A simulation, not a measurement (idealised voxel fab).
Name of the process module below: voxel self aligned vias
Each square cell in cross-section cut measures 5 nm, and the section as a whole is 225 nm wide.
Cross-section format: a grid of square cells, given as bands from top to bottom; each band is one or more rows of cells. Each band's line starts with the height of the band's top and of its bottom, in nm. Then come its materials from left to right, each with its width in nm. One material with "edge to edge" fills the band from edge to edge. "empty" is empty space. The reference from which all heights are counted is 0, the level beneath which the as-received wafer is entirely one material; the lowest band, having no lower bound, proceeds downward and is written after the example "from 0 down". The width entry "30 to 40" should be interpreted row by row: the top row of cells in the band takes the first number, the bottom row takes the second number, and the change between adjacent rows is uniform throughout. When a step is marked "same as before", none of the cells in the cross-section changed during that step. If an empty space has no open way to the top and is at least 8 cells in size, "Encapsulated voids" lists it, written width x height at distance, where distance is measured from the left edge and every value is in nm. Formally, on a step line, whatever follows the settings is a remark that the simulator itself makes on the step. A step line may carry the setting "overlay nm", which, for steps involving a mask, states the distance by which the mask lay to the right of its intended position; negative values denote displacement to the left.
-- So here's the lineup of process steps we planned
1: RECEIVE (material Si)
2: CONFORMAL_DEP (material SiO2; thk nm 15)
3: CONFORMAL_DEP (material SiCN; thk nm 5)
4: DIRECTIONAL_DEP (material SiO2; thk nm 20)
5: MASKED_ETCH (tone open; mask id LINES; width nm 25; pitch nm 75; etch materials SiO2; depth nm 20; overlay nm 0)
6: CONFORMAL_DEP (material TiN; thk nm 5)
7: FILL_DEP (material W; thk nm 10)
8: CMP (height nm 40)
9: SELECTIVE_ETCH (etch materials W Ru TiN; depth nm 5)
10: FILL_DEP (material SiN; thk nm 10)
11: CMP (height nm 40)
12: DIRECTIONAL_DEP (material SiO2; thk nm 15)
13: DIRECTIONAL_DEP (material aC; thk nm 10)
14: PATTERN (tone open; mask id VIAS; material resist; width nm 45; pitch nm 75; thk nm 30; overlay nm 0)
15: DIRECTIONAL_ETCH (etch materials aC; depth nm 10)
16: STRIP (etch materials resist)
17: DIRECTIONAL_ETCH (etch materials SiO2; depth nm 15)
18: DIRECTIONAL_ETCH (etch materials SiN; depth nm 5)
19: STRIP (etch materials aC)
20: CONFORMAL_DEP (material TiN; thk nm 5)
21: FILL_DEP (material Cu; thk nm 10)
22: CMP (height nm 55)
23: CONFORMAL_DEP (material SiN; thk nm 5)
-- Cross-section, incoming material, after step 1
    from 0 down: Si edge to edge
    Encapsulated voids: none
-- Post-module cross-section: identical start and plan to those above, one misstep in execution
    from 60 to 55: SiN edge to edge
    from 55 to 40: SiO2=50 / TiN=5 / Cu=35 / TiN=5 / SiO2=30 / TiN=5 / Cu=35 / TiN=5 / SiO2=55
    from 40 to 35: SiO2=50 / TiN=45 / SiO2=30 / TiN=45 / SiO2=55
    from 35 to 25: SiO2=50 to 60 / TiN=15 to 5 / W=15 / TiN=15 to 5 / SiO2=30 to 50 / TiN=15 to 5 / W=15 / TiN=15 to 5 / SiO2=55 to 65
    from 25 to 20: SiO2=60 / TiN=25 / SiO2=50 / TiN=25 / SiO2=65
    from 20 to 15: SiCN edge to edge
    from 15 to 0: SiO2 edge to edge
    from 0 down: Si edge to edge
    Encapsulated voids: none
Short version of what went wrong: it should be noted that step 17 was executed with settings other than those planned, the operation and settings actually applied being DIRECTIONAL_ETCH (etch materials SiO2; depth nm 25)
